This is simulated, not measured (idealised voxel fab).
Presented below is a process module, voxel wiring stack.
Shown is cross-section cut, with a width of 215 nm and square cells of size 5 nm.
For the purposes of this document, a cross-section shall be understood as a grid of square cells, specified as bands listed in top-to-bottom order, each band consisting of one or more rows of cells.
First you get the band's top height and its bottom height, in nm, and then the materials it's made of, left to right, with each width in nm. If you see a single material with "all across", that one covers the band edge to edge. "blank" is empty space.
Heights are reckoned from 0. Under this level, the received wafer is all of one material. The bottommost band is open-ended downward, for example "0 -> down".
The notation "30->40" denotes a width that varies across the rows of cells in the band, beginning at the first number in the top row, finishing at the second number in the bottom row, and changing by an identical amount from each row to the next.
A step reported as "nothing changed" is a step in which no cell of the cross-section changed.
The list in "Sealed void list" covers empty spaces of 8 cells or more that cannot reach the top through any open way, and it gives each as width x height at distance; the distance is from the left edge, and width, height and distance are in nm.
On each step's line, the part that comes after the settings is the simulator's own comment on the step.
overlay nm: mask offset rightward from planned place, masked step; negative means leftward offset.

**Process steps foreseen in the plan**
1. RECEIVE | material Si
2. CONFORMAL_DEP | material SiO2 | thk nm 15
3. DIRECTIONAL_DEP | material TiN | thk nm 5
4. DIRECTIONAL_DEP | material W | thk nm 25
5. PATTERN | tone cover | mask id METAL_1 | material resist | width nm 25 | pitch nm 40 | thk nm 15 | overlay nm 0
6. DIRECTIONAL_ETCH | etch materials W | depth nm 25
7. DIRECTIONAL_ETCH | etch materials TiN | depth nm 5
8. STRIP | etch materials resist
9. FILL_DEP | material lowk | thk nm 10
10. CMP | height nm 45
11. CONFORMAL_DEP | material SiCN | thk nm 5
12. DIRECTIONAL_DEP | material SiO2 | thk nm 30
13. DIRECTIONAL_DEP | material aC | thk nm 10
14. PATTERN | tone open | mask id METAL_2 | material resist | width nm 25 | pitch nm 40 | thk nm 25 | overlay nm -15
15. DIRECTIONAL_ETCH | etch materials aC | depth nm 10
16. STRIP | etch materials resist
17. DIRECTIONAL_ETCH | etch materials SiO2 | depth nm 15
18. STRIP | etch materials aC
19. MASKED_ETCH | tone open | mask id METAL_2_HOLES | width nm 15 | pitch nm 40 | etch materials SiO2 | depth nm 15 | overlay nm 0
20. MASKED_ETCH | tone open | mask id METAL_2_HOLES | width nm 15 | pitch nm 40 | etch materials SiCN | depth nm 5 | overlay nm 0
21. CONFORMAL_DEP | material TiN | thk nm 5
22. FILL_DEP | material Cu | thk nm 10
23. CMP | height nm 80
24. CONFORMAL_DEP | material SiN | thk nm 5
Be aware that, although all wafers share a common starting state, the overlay nm at step 14 differs among them, and the plan displays the first wafer's value.

**The as-received cross-section of the first of several wafers corresponds to the state after step 1**
	0 -> down | Si all across
	Sealed void list: none

**each wafer at the end: cells of each material gained (+) or lost (-) since it was received, then its closed voids**
overlay nm -15, +32 Cu, +35 SiCN, +43 SiN, +291 SiO2, +92 TiN, +100 W, +138 lowk, Sealed void list: none
overlay nm -10, +40 Cu, +31 SiCN, +43 SiN, +291 SiO2, +88 TiN, +100 W, +138 lowk, Sealed void list: none
overlay nm -5, +40 Cu, +31 SiCN, +43 SiN, +291 SiO2, +88 TiN, +100 W, +138 lowk, Sealed void list: none
overlay nm 0, +40 Cu, +31 SiCN, +43 SiN, +291 SiO2, +88 TiN, +100 W, +138 lowk, Sealed void list: none
overlay nm 5, +32 Cu, +35 SiCN, +43 SiN, +291 SiO2, +92 TiN, +100 W, +138 lowk, Sealed void list: none
overlay nm 10, +40 Cu, +39 SiCN, +43 SiN, +291 SiO2, +80 TiN, +100 W, +138 lowk, Sealed void list: none
overlay nm 15, +60 Cu, +43 SiCN, +43 SiN, +291 SiO2, +56 TiN, +100 W, +138 lowk, Sealed void list: none
